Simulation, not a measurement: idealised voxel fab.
Process module name: voxel capacitor over wiring
Pictured: cross-section cut, 170 nm wide, on a grid of 5 nm square cells.
Cross-section spec: square-cell grid; bands listed top down; each band is one or more rows. Band: top height; bottom height; in nm. Then, left to right: material with width in nm, for each material. "all across": a single material spanning edge to edge. "empty": empty space. For the purposes of this specification, 0 denotes the height below which the wafer in its as-received condition is composed wholly of one material, and the lowermost band, lacking a lower limit, extends downward without end, as expressed in "0 and below". Think of "30 to 40" as a width that walks from the first number to the second as you go down the band, top row to bottom row, taking equal-sized steps from row to row. "no change" after a step means that no cell of the cross-section changed. If an empty space has no open way to the top and is at least 8 cells in size, "Unvented cavities" lists it, written width x height at distance, where distance is measured from the left edge and every value is in nm. If you see something after the settings on a step's line, that's the simulator's own remark about that step. When a step includes a mask, the "overlay nm" setting on its line states how far to the right of its planned place that mask lay, and negative values state how far to the left.
PLANNED STEP LIST FOR THE PROCESS
| 1 | RECEIVE, material Si |
| 2 | CONFORMAL_DEP, material SiO2, thk nm 10 |
| 3 | CONFORMAL_DEP, material SiCN, thk nm 5 |
| 4 | DIRECTIONAL_DEP, material lowk, thk nm 25 |
| 5 | MASKED_ETCH, tone open, mask id METAL_1, width nm 30, pitch nm 100, etch materials lowk, depth nm 25, overlay nm 0 |
| 6 | MASKED_ETCH, tone open, mask id METAL_1, width nm 30, pitch nm 100, etch materials SiCN, depth nm 5, overlay nm 0 |
| 7 | CONFORMAL_DEP, material TiN, thk nm 5 |
| 8 | FILL_DEP, material Ru, thk nm 5 |
| 9 | CMP, height nm 40 |
| 10 | CONFORMAL_DEP, material SiCN, thk nm 5 |
| 11 | DIRECTIONAL_DEP, material SiO2, thk nm 10 |
| 12 | DIRECTIONAL_DEP, material aC, thk nm 10 |
| 13 | PATTERN, tone open, mask id PLUG_1, material resist, width nm 15, thk nm 30, overlay nm 0 |
| 14 | DIRECTIONAL_ETCH, etch materials aC, depth nm 10 |
| 15 | STRIP, etch materials resist |
| 16 | DIRECTIONAL_ETCH, etch materials SiO2, depth nm 10 |
| 17 | DIRECTIONAL_ETCH, etch materials SiCN, depth nm 5 |
| 18 | STRIP, etch materials aC |
| 19 | EPI, material Ru, thk nm 10 |
| 20 | EPI, material Ru, thk nm 5 |
| 21 | DIRECTIONAL_DEP, material TiN, thk nm 5 |
| 22 | DIRECTIONAL_DEP, material SiN, thk nm 5 |
| 23 | DIRECTIONAL_DEP, material TiN, thk nm 5 |
| 24 | DIRECTIONAL_DEP, material aC, thk nm 10 |
| 25 | PATTERN, tone cover, mask id UPPER_PLATE, material resist, width nm 75, thk nm 30, overlay nm 0 |
| 26 | DIRECTIONAL_ETCH, etch materials aC, depth nm 10 |
| 27 | STRIP, etch materials resist |
| 28 | DIRECTIONAL_ETCH, etch materials TiN, depth nm 5 |
| 29 | DIRECTIONAL_ETCH, etch materials SiN, depth nm 5 |
| 30 | STRIP, etch materials aC |
| 31 | PATTERN, tone cover, mask id LOWER_PLATE, material resist, width nm 85, thk nm 20, overlay nm 0 |
| 32 | DIRECTIONAL_ETCH, etch materials TiN, depth nm 5 |
| 33 | STRIP, etch materials resist |
| 34 | FILL_DEP, material SiO2, thk nm 20 |
| 35 | CMP, height nm 85 |
| 36 | PATTERN, tone open, mask id PLUG_2, material resist, width nm 15, thk nm 15, overlay nm 0 |
| 37 | DIRECTIONAL_ETCH, etch materials SiO2, depth nm 15 |
| 38 | STRIP, etch materials resist |
| 39 | CONFORMAL_DEP, material TiN, thk nm 5 |
| 40 | FILL_DEP, material W, thk nm 10 |
| 41 | CMP, height nm 85 |
| 42 | CONFORMAL_DEP, material SiN, thk nm 5 |
ON THE FIRST OF THE TWO WAFERS: RUN CONDUCTED ACCORDING TO PLAN
AS RECEIVED (POST STEP 1): CROSS-SECTION
- 0 and below = Si all across
- Unvented cavities: none
CROSS-SECTION: WAFER STATE AFTER STEP 2
- 10 down to 0 = SiO2 all across
- Beneath the level 0, the cross-section is identical to its previous state.
CROSS-SECTION: WAFER STATE AFTER STEP 3
- 15 down to 10 = SiCN all across
- Beneath the level 10, the cross-section is identical to its previous state.
CROSS-SECTION: WAFER STATE AFTER STEP 4
- 40 down to 15 = lowk all across
- Beneath the level 15, the cross-section is identical to its previous state.
CROSS-SECTION: WAFER STATE AFTER STEP 5
- 40 down to 15 = lowk: 20 | empty: 30 | lowk: 70 | empty: 30 | lowk: 20
- Beneath the level 15, the cross-section is identical to its previous state.
CROSS-SECTION: WAFER STATE AFTER STEP 6
- 40 down to 15 = lowk: 20 | empty: 30 | lowk: 70 | empty: 30 | lowk: 20
- 15 down to 10 = SiCN: 20 | empty: 30 | SiCN: 70 | empty: 30 | SiCN: 20
- Beneath the level 10, the cross-section is identical to its previous state.
CROSS-SECTION: WAFER STATE AFTER STEP 7
- 45 down to 40 = TiN: 25 | empty: 20 | TiN: 80 | empty: 20 | TiN: 25
- 40 down to 15 = lowk: 20 | TiN: 5 | empty: 20 | TiN: 5 | lowk: 70 | TiN: 5 | empty: 20 | TiN: 5 | lowk: 20
- 15 down to 10 = SiCN: 20 | TiN: 30 | SiCN: 70 | TiN: 30 | SiCN: 20
- Beneath the level 10, the cross-section is identical to its previous state.
CROSS-SECTION: WAFER STATE AFTER STEP 8
- 50 down to 45 = Ru all across
- 45 down to 40 = TiN: 25 | Ru: 20 | TiN: 80 | Ru: 20 | TiN: 25
- 40 down to 15 = lowk: 20 | TiN: 5 | Ru: 20 | TiN: 5 | lowk: 70 | TiN: 5 | Ru: 20 | TiN: 5 | lowk: 20
- Beneath the level 15, the cross-section is identical to its previous state.
CROSS-SECTION: WAFER STATE AFTER STEP 9
- 40 down to 15 = lowk: 20 | TiN: 5 | Ru: 20 | TiN: 5 | lowk: 70 | TiN: 5 | Ru: 20 | TiN: 5 | lowk: 20
- Beneath the level 15, the cross-section is identical to its previous state.
CROSS-SECTION: WAFER STATE AFTER STEP 10
- 45 down to 40 = SiCN all across
- Beneath the level 40, the cross-section is identical to its previous state.
CROSS-SECTION: WAFER STATE AFTER STEP 11
- 55 down to 45 = SiO2 all across
- Beneath the level 45, the cross-section is identical to its previous state.
CROSS-SECTION: WAFER STATE AFTER STEP 12
- 65 down to 55 = aC all across
- Beneath the level 55, the cross-section is identical to its previous state.
CROSS-SECTION: WAFER STATE AFTER STEP 13
- 95 down to 65 = resist: 35 | empty: 15 | resist: 120
- Beneath the level 65, the cross-section is identical to its previous state.
CROSS-SECTION: WAFER STATE AFTER STEP 14
- 85 down to 65 = resist: 35 | empty: 15 | resist: 120
- 65 down to 55 = aC: 35 | empty: 15 | aC: 120
- Beneath the level 55, the cross-section is identical to its previous state.
CROSS-SECTION: WAFER STATE AFTER STEP 15
- 65 down to 55 = aC: 35 | empty: 15 | aC: 120
- Beneath the level 55, the cross-section is identical to its previous state.
CROSS-SECTION: WAFER STATE AFTER STEP 16
- 65 down to 55 = aC: 35 | empty: 15 | aC: 120
- 55 down to 45 = SiO2: 35 | empty: 15 | SiO2: 120
- Beneath the level 45, the cross-section is identical to its previous state.
CROSS-SECTION: WAFER STATE AFTER STEP 17
- 65 down to 55 = aC: 35 | empty: 15 | aC: 120
- 55 down to 45 = SiO2: 35 | empty: 15 | SiO2: 120
- 45 down to 40 = SiCN: 35 | empty: 15 | SiCN: 120
- Beneath the level 40, the cross-section is identical to its previous state.
CROSS-SECTION: WAFER STATE AFTER STEP 18
- 55 down to 45 = SiO2: 35 | empty: 15 | SiO2: 120
- Beneath the level 45, the cross-section is identical to its previous state.
CROSS-SECTION: WAFER STATE AFTER STEP 19
- 55 down to 50 = SiO2: 35 | empty: 15 | SiO2: 120
- 50 down to 45 = SiO2: 35 | Ru: 15 | SiO2: 120
- 45 down to 40 = SiCN: 35 | Ru: 15 | SiCN: 120
- Beneath the level 40, the cross-section is identical to its previous state.
CROSS-SECTION: WAFER STATE AFTER STEP 20
- 55 down to 45 = SiO2: 35 | Ru: 15 | SiO2: 120
- Beneath the level 45, the cross-section is identical to its previous state.
CROSS-SECTION: WAFER STATE AFTER STEP 21
- 60 down to 55 = TiN all across
- Beneath the level 55, the cross-section is identical to its previous state.
CROSS-SECTION: WAFER STATE AFTER STEP 22
- 65 down to 60 = SiN all across
- Beneath the level 60, the cross-section is identical to its previous state.
CROSS-SECTION: WAFER STATE AFTER STEP 23
- 70 down to 65 = TiN all across
- Beneath the level 65, the cross-section is identical to its previous state.
CROSS-SECTION: WAFER STATE AFTER STEP 24
- 80 down to 70 = aC all across
- Beneath the level 70, the cross-section is identical to its previous state.
CROSS-SECTION: WAFER STATE AFTER STEP 25
- 110 down to 80 = empty: 35 | resist: 75 | empty: 60
- Beneath the level 80, the cross-section is identical to its previous state.
CROSS-SECTION: WAFER STATE AFTER STEP 26
- 100 down to 80 = empty: 35 | resist: 75 | empty: 60
- 80 down to 70 = empty: 35 | aC: 75 | empty: 60
- Beneath the level 70, the cross-section is identical to its previous state.
CROSS-SECTION: WAFER STATE AFTER STEP 27
- 80 down to 70 = empty: 35 | aC: 75 | empty: 60
- Beneath the level 70, the cross-section is identical to its previous state.
CROSS-SECTION: WAFER STATE AFTER STEP 28
- 80 down to 70 = empty: 35 | aC: 75 | empty: 60
- 70 down to 65 = empty: 35 | TiN: 75 | empty: 60
- Beneath the level 65, the cross-section is identical to its previous state.
CROSS-SECTION: WAFER STATE AFTER STEP 29
- 80 down to 70 = empty: 35 | aC: 75 | empty: 60
- 70 down to 65 = empty: 35 | TiN: 75 | empty: 60
- 65 down to 60 = empty: 35 | SiN: 75 | empty: 60
- Beneath the level 60, the cross-section is identical to its previous state.
CROSS-SECTION: WAFER STATE AFTER STEP 30
- 70 down to 65 = empty: 35 | TiN: 75 | empty: 60
- Beneath the level 65, the cross-section is identical to its previous state.
CROSS-SECTION: WAFER STATE AFTER STEP 31
- 90 down to 70 = empty: 30 | resist: 85 | empty: 55
- 70 down to 65 = empty: 30 | resist: 5 | TiN: 75 | resist: 5 | empty: 55
- 65 down to 60 = empty: 30 | resist: 5 | SiN: 75 | resist: 5 | empty: 55
- Beneath the level 60, the cross-section is identical to its previous state.
CROSS-SECTION: WAFER STATE AFTER STEP 32
- 90 down to 70 = empty: 30 | resist: 85 | empty: 55
- 70 down to 65 = empty: 30 | resist: 5 | TiN: 75 | resist: 5 | empty: 55
- 65 down to 60 = empty: 30 | resist: 5 | SiN: 75 | resist: 5 | empty: 55
- 60 down to 55 = empty: 30 | TiN: 85 | empty: 55
- Beneath the level 55, the cross-section is identical to its previous state.
CROSS-SECTION: WAFER STATE AFTER STEP 33
- 70 down to 65 = empty: 35 | TiN: 75 | empty: 60
- 65 down to 60 = empty: 35 | SiN: 75 | empty: 60
- Beneath the level 60, the cross-section is identical to its previous state.
CROSS-SECTION: WAFER STATE AFTER STEP 34
- 90 down to 70 = SiO2 all across
- 70 down to 65 = SiO2: 35 | TiN: 75 | SiO2: 60
- 65 down to 60 = SiO2: 35 | SiN: 75 | SiO2: 60
- 60 down to 55 = SiO2: 30 | TiN: 85 | SiO2: 55
- Beneath the level 55, the cross-section is identical to its previous state.
CROSS-SECTION: WAFER STATE AFTER STEP 35
- 85 down to 70 = SiO2 all across
- Beneath the level 70, the cross-section is identical to its previous state.
CROSS-SECTION: WAFER STATE AFTER STEP 36
- 100 down to 85 = resist: 45 | empty: 15 | resist: 110
- Beneath the level 85, the cross-section is identical to its previous state.
CROSS-SECTION: WAFER STATE AFTER STEP 37
- 100 down to 85 = resist: 45 | empty: 15 | resist: 110
- 85 down to 70 = SiO2: 45 | empty: 15 | SiO2: 110
- Beneath the level 70, the cross-section is identical to its previous state.
CROSS-SECTION: WAFER STATE AFTER STEP 38
- 85 down to 70 = SiO2: 45 | empty: 15 | SiO2: 110
- Beneath the level 70, the cross-section is identical to its previous state.
CROSS-SECTION: WAFER STATE AFTER STEP 39
- 90 down to 85 = TiN: 50 | empty: 5 | TiN: 115
- 85 down to 75 = SiO2: 45 | TiN: 5 | empty: 5 | TiN: 5 | SiO2: 110
- 75 down to 65 = SiO2: 45 to 35 | TiN: 15 to 75 | SiO2: 110 to 60
- Beneath the level 65, the cross-section is identical to its previous state.
CROSS-SECTION: WAFER STATE AFTER STEP 40
- 100 down to 90 = W all across
- 90 down to 85 = TiN: 50 | W: 5 | TiN: 115
- 85 down to 75 = SiO2: 45 | TiN: 5 | W: 5 | TiN: 5 | SiO2: 110
- Beneath the level 75, the cross-section is identical to its previous state.
CROSS-SECTION: WAFER STATE AFTER STEP 41
- 85 down to 75 = SiO2: 45 | TiN: 5 | W: 5 | TiN: 5 | SiO2: 110
- Beneath the level 75, the cross-section is identical to its previous state.
CROSS-SECTION: WAFER STATE AFTER STEP 42
- 90 down to 85 = SiN all across
- Beneath the level 85, the cross-section is identical to its previous state.
THE SECOND WAFER WAS PREPARED FROM THE SAME STARTING POINT AND UNDER THE SAME PLAN AS THE FIRST; ITS PROCESSING CONTAINED ONE MISTAKE, AND IT REMAINS INDISTINGUISHABLE FROM THE FIRST WAFER UP TO AND INCLUDING STEP 30
LOOK AT THE SECOND WAFER IN CROSS-SECTION AT THE TIME STEP 31 OUGHT TO HAVE FINISHED
- 90 down to 70 = resist: 30 | empty: 85 | resist: 55
- 70 down to 65 = resist: 30 | empty: 5 | TiN: 75 | empty: 5 | resist: 55
- 65 down to 60 = resist: 30 | empty: 5 | SiN: 75 | empty: 5 | resist: 55
- Beneath the level 60, the cross-section is identical to its previous state.
LOOK AT THE SECOND WAFER IN CROSS-SECTION AT THE TIME STEP 32 OUGHT TO HAVE FINISHED
- 90 down to 65 = resist: 30 | empty: 85 | resist: 55
- 65 down to 60 = resist: 30 | empty: 5 | SiN: 75 | empty: 5 | resist: 55
- 60 down to 55 = TiN: 30 | empty: 5 | TiN: 75 | empty: 5 | TiN: 55
- Beneath the level 55, the cross-section is identical to its previous state.
LOOK AT THE SECOND WAFER IN CROSS-SECTION AT THE TIME STEP 33 OUGHT TO HAVE FINISHED
- 65 down to 60 = empty: 35 | SiN: 75 | empty: 60
- Beneath the level 60, the cross-section is identical to its previous state.
LOOK AT THE SECOND WAFER IN CROSS-SECTION AT THE TIME STEP 34 OUGHT TO HAVE FINISHED
- 85 down to 65 = SiO2 all across
- 65 down to 60 = SiO2: 35 | SiN: 75 | SiO2: 60
- 60 down to 55 = TiN: 30 | SiO2: 5 | TiN: 75 | SiO2: 5 | TiN: 55
- Beneath the level 55, the cross-section is identical to its previous state.
Look at the second wafer in cross-section at the time step 35 ought to have finished: no change
LOOK AT THE SECOND WAFER IN CROSS-SECTION AT THE TIME STEP 36 OUGHT TO HAVE FINISHED
- 100 down to 85 = resist: 45 | empty: 15 | resist: 110
- Beneath the level 85, the cross-section is identical to its previous state.
LOOK AT THE SECOND WAFER IN CROSS-SECTION AT THE TIME STEP 37 OUGHT TO HAVE FINISHED
- 100 down to 85 = resist: 45 | empty: 15 | resist: 110
- 85 down to 70 = SiO2: 45 | empty: 15 | SiO2: 110
- Beneath the level 70, the cross-section is identical to its previous state.
LOOK AT THE SECOND WAFER IN CROSS-SECTION AT THE TIME STEP 38 OUGHT TO HAVE FINISHED
- 85 down to 70 = SiO2: 45 | empty: 15 | SiO2: 110
- Beneath the level 70, the cross-section is identical to its previous state.
LOOK AT THE SECOND WAFER IN CROSS-SECTION AT THE TIME STEP 39 OUGHT TO HAVE FINISHED
- 90 down to 85 = TiN: 50 | empty: 5 | TiN: 115
- 85 down to 75 = SiO2: 45 | TiN: 5 | empty: 5 | TiN: 5 | SiO2: 110
- 75 down to 70 = SiO2: 45 | TiN: 15 | SiO2: 110
- Beneath the level 70, the cross-section is identical to its previous state.
LOOK AT THE SECOND WAFER IN CROSS-SECTION AT THE TIME STEP 40 OUGHT TO HAVE FINISHED
- 100 down to 90 = W all across
- 90 down to 85 = TiN: 50 | W: 5 | TiN: 115
- 85 down to 75 = SiO2: 45 | TiN: 5 | W: 5 | TiN: 5 | SiO2: 110
- Beneath the level 75, the cross-section is identical to its previous state.
LOOK AT THE SECOND WAFER IN CROSS-SECTION AT THE TIME STEP 41 OUGHT TO HAVE FINISHED
- 85 down to 75 = SiO2: 45 | TiN: 5 | W: 5 | TiN: 5 | SiO2: 110
- Beneath the level 75, the cross-section is identical to its previous state.
LOOK AT THE SECOND WAFER IN CROSS-SECTION AT THE TIME STEP 42 OUGHT TO HAVE FINISHED
- 90 down to 85 = SiN all across
- Beneath the level 85, the cross-section is identical to its previous state.
Heads up, the wafer didn't run the way we planned it: not per plan at step 31, really ran PATTERN, tone open, mask id LOWER_PLATE, material resist, width nm 85, thk nm 20, overlay nm 0
Heads up: at the end the two wafers have identical cell counts per material, they're just laid out differently.
